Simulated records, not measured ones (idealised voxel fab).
You're looking at the process module voxel ribs on slabs.
Square cells of 5 nm make up the cross-section cut, whose width is 200 nm.
Throughout this document, each cross-section is represented as a grid of square cells and is presented as a sequence of bands enumerated from the top downward, where a band comprises one or more rows of cells.
What a band's entry tells you: where the top is and where the bottom is, as heights in nm, and after that what lies inside, material by material from left to right, each with its width in nm. Empty space is written as the word "empty", and a single material marked with the word "full width" occupies the band from edge to edge.
Where do heights start? At 0: under that level the wafer as delivered is made of one material only. And the lowest band has no floor; it just carries on downward, as in "0 nm and below".
It should be noted that a width expressed as "30->40" varies in equal increments from row to row of cells within the band, taking the value of the first number at the top row and that of the second number at the bottom row.
You'll sometimes find "nothing changed" written for a step, and that's the way of saying that nowhere in the cross-section did a cell change during that step.
Any empty space of 8 cells or more lacking an open way to the top shows up in "Enclosed voids" as width x height at distance, distance from the left edge, in nm.
If you see something after the settings on a step's line, that's the simulator's own remark about that step.
overlay nm: mask right of planned place by this much (step with mask). Neg. = left.
### Steps planned for the process
1) RECEIVE: material Si
2) DIRECTIONAL_DEP: material SiO2, thk nm 25
3) DIRECTIONAL_DEP: material SiN, thk nm 25
4) MASKED_ETCH: tone cover, mask id RIB, width nm 25, etch materials SiN, depth nm 20, overlay nm 0
5) DIRECTIONAL_DEP: material aC, thk nm 15
6) PATTERN: tone cover, mask id SLAB, material resist, width nm 55, thk nm 30, overlay nm 0
7) DIRECTIONAL_ETCH: etch materials aC, depth nm 15
8) STRIP: etch materials resist
9) DIRECTIONAL_ETCH: etch materials SiN, depth nm 5
10) STRIP: etch materials aC
11) FILL_DEP: material SiO2, thk nm 20
12) CMP: height nm 60
13) DIRECTIONAL_DEP: material W, thk nm 5
14) MASKED_ETCH: tone cover, mask id HEATER, width nm 35, etch materials W, depth nm 5, overlay nm 0
15) CONFORMAL_DEP: material SiN, thk nm 10
### First of two wafers: run as planned
### As-received state of the wafer in cross-section, equivalent to post-step 1
- 0 nm and below  Si full width
- Enclosed voids: none
### You're looking at a cross-section of the wafer after step 2
- 25 nm to 0 nm  SiO2 full width
- Note: structure below 0 unchanged.
### You're looking at a cross-section of the wafer after step 3
- 50 nm to 25 nm  SiN full width
- Note: structure below 25 unchanged.
### You're looking at a cross-section of the wafer after step 4
- 50 nm to 30 nm  empty 85 / SiN 25 / empty 90
- Note: structure below 30 unchanged.
### You're looking at a cross-section of the wafer after step 5
- 65 nm to 50 nm  empty 85 / aC 25 / empty 90
- 50 nm to 45 nm  empty 85 / SiN 25 / empty 90
- 45 nm to 30 nm  aC 85 / SiN 25 / aC 90
- Note: structure below 30 unchanged.
### You're looking at a cross-section of the wafer after step 6
- 95 nm to 65 nm  empty 70 / resist 55 / empty 75
- 65 nm to 50 nm  empty 70 / resist 15 / aC 25 / resist 15 / empty 75
- 50 nm to 45 nm  empty 70 / resist 15 / SiN 25 / resist 15 / empty 75
- Note: structure below 45 unchanged.
### You're looking at a cross-section of the wafer after step 7
- 80 nm to 65 nm  empty 70 / resist 55 / empty 75
- 65 nm to 50 nm  empty 70 / resist 15 / aC 25 / resist 15 / empty 75
- 50 nm to 45 nm  empty 70 / resist 15 / SiN 25 / resist 15 / empty 75
- 45 nm to 30 nm  empty 70 / aC 15 / SiN 25 / aC 15 / empty 75
- Note: structure below 30 unchanged.
### You're looking at a cross-section of the wafer after step 8
- 65 nm to 50 nm  empty 85 / aC 25 / empty 90
- 50 nm to 45 nm  empty 85 / SiN 25 / empty 90
- Note: structure below 45 unchanged.
### You're looking at a cross-section of the wafer after step 9
- 65 nm to 50 nm  empty 85 / aC 25 / empty 90
- 50 nm to 45 nm  empty 85 / SiN 25 / empty 90
- 45 nm to 30 nm  empty 70 / aC 15 / SiN 25 / aC 15 / empty 75
- 30 nm to 25 nm  empty 70 / SiN 55 / empty 75
- Note: structure below 25 unchanged.
### You're looking at a cross-section of the wafer after step 10
- 50 nm to 30 nm  empty 85 / SiN 25 / empty 90
- Note: structure below 30 unchanged.
### You're looking at a cross-section of the wafer after step 11
- 70 nm to 50 nm  SiO2 full width
- 50 nm to 30 nm  SiO2 85 / SiN 25 / SiO2 90
- 30 nm to 25 nm  SiO2 70 / SiN 55 / SiO2 75
- Note: structure below 25 unchanged.
### You're looking at a cross-section of the wafer after step 12
- 60 nm to 50 nm  SiO2 full width
- Note: structure below 50 unchanged.
### You're looking at a cross-section of the wafer after step 13
- 65 nm to 60 nm  W full width
- Note: structure below 60 unchanged.
### You're looking at a cross-section of the wafer after step 14
- 65 nm to 60 nm  empty 80 / W 35 / empty 85
- Note: structure below 60 unchanged.
### You're looking at a cross-section of the wafer after step 15
- 75 nm to 70 nm  empty 70 / SiN 55 / empty 75
- 70 nm to 65 nm  SiN full width
- 65 nm to 60 nm  SiN 80 / W 35 / SiN 85
- Note: structure below 60 unchanged.
### Second of two: same start, same plan, one run error; steps up to and including 14 match the first
Cross-section of the second wafer at the time by which step 15 should have been completed according to the plan: nothing changed
Against the plan, the run slipped here: step 15 from the plan never happened, it was just skipped
It is noted that, at the conclusion of processing, the second wafer exhibits a higher or lower cell count for certain materials relative to the first: 84 fewer of SiN
